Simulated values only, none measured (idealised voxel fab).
Process module, titled voxel self aligned contacts
Cross-section cut spans 185 nm and uses square cells 5 nm in size.
Cross-section spec: square-cell grid; bands listed top down; each band is one or more rows.
Heights first: top, then bottom, in nm. Then materials, left to right, each with a width in nm. "edge to edge" on a single material: fills the band edge to edge. "empty": empty space.
Convention: height 0 is the level below which the wafer, as received, is all one material. The lowest band does not terminate at the bottom but continues downward, represented as "0 down".
The notation "30->40" denotes a width that varies across the rows of cells in the band, beginning at the first number in the top row, finishing at the second number in the bottom row, and changing by an identical amount from each row to the next.
Where the words "stayed the same" appear for a step, the cross-section shows no cell changed by that step; every cell remained as before.
Enclosed voids (no open way to top), threshold 8 cells or more, entry "Tabulated closed voids", notation width x height at distance, distance from left edge, nm.
It should be noted that, on the line of a given step, the content following the step's settings is a remark produced by the simulator itself with respect to that step.
overlay nm: step with mask; distance mask lay right of planned place; negative value = left of planned place.
**Process steps foreseen in the plan**
1) RECEIVE (material Si)
2) CONFORMAL_DEP (material SiO2; thk nm 5)
3) DIRECTIONAL_DEP (material polySi; thk nm 25)
4) DIRECTIONAL_DEP (material SiN; thk nm 20)
5) MASKED_ETCH (tone cover; mask id GATE; width nm 25; pitch nm 55; etch materials SiN; depth nm 20; overlay nm 0)
6) MASKED_ETCH (tone cover; mask id GATE; width nm 25; pitch nm 55; etch materials polySi; depth nm 25; overlay nm 0)
7) CONFORMAL_DEP (material SiN; thk nm 5)
8) DIRECTIONAL_ETCH (etch materials SiN; depth nm 5)
9) FILL_DEP (material SiO2; thk nm 15)
10) CMP (height nm 60)
11) DIRECTIONAL_DEP (material aC; thk nm 15)
12) PATTERN (tone open; mask id CONTACT; material resist; width nm 30; thk nm 35; overlay nm 0)
13) DIRECTIONAL_ETCH (etch materials aC; depth nm 15)
14) STRIP (etch materials resist)
15) DIRECTIONAL_ETCH (etch materials SiO2; depth nm 60)
16) STRIP (etch materials aC)
17) CONFORMAL_DEP (material TiN; thk nm 5)
18) FILL_DEP (material Ru; thk nm 10)
19) CMP (height nm 60)
20) CONFORMAL_DEP (material SiCN; thk nm 5)
varied across the wafers: width nm of step 12. The plan shows the first wafer's value. All wafers start alike
**Received wafers, first of several: cross-section after step 1**
> 0 down | Si edge to edge
> Tabulated closed voids: none
**Each row below is a wafer at the end of the module, listing for every material the number of cells it has gained (+) or lost (-) since it was received, followed by its closed voids**
width nm 30 | +24 Ru | +37 SiCN | +76 SiN | +266 SiO2 | +28 TiN | +50 polySi | Tabulated closed voids: none
width nm 35 | +25 Ru | +37 SiCN | +76 SiN | +264 SiO2 | +29 TiN | +50 polySi | Tabulated closed voids: none
width nm 40 | +26 Ru | +37 SiCN | +76 SiN | +262 SiO2 | +30 TiN | +50 polySi | Tabulated closed voids: none
width nm 45 | +27 Ru | +37 SiCN | +76 SiN | +260 SiO2 | +31 TiN | +50 polySi | Tabulated closed voids: none
width nm 50 | +28 Ru | +37 SiCN | +76 SiN | +258 SiO2 | +32 TiN | +50 polySi | Tabulated closed voids: none
width nm 55 | +29 Ru | +37 SiCN | +76 SiN | +256 SiO2 | +33 TiN | +50 polySi | Tabulated closed voids: none
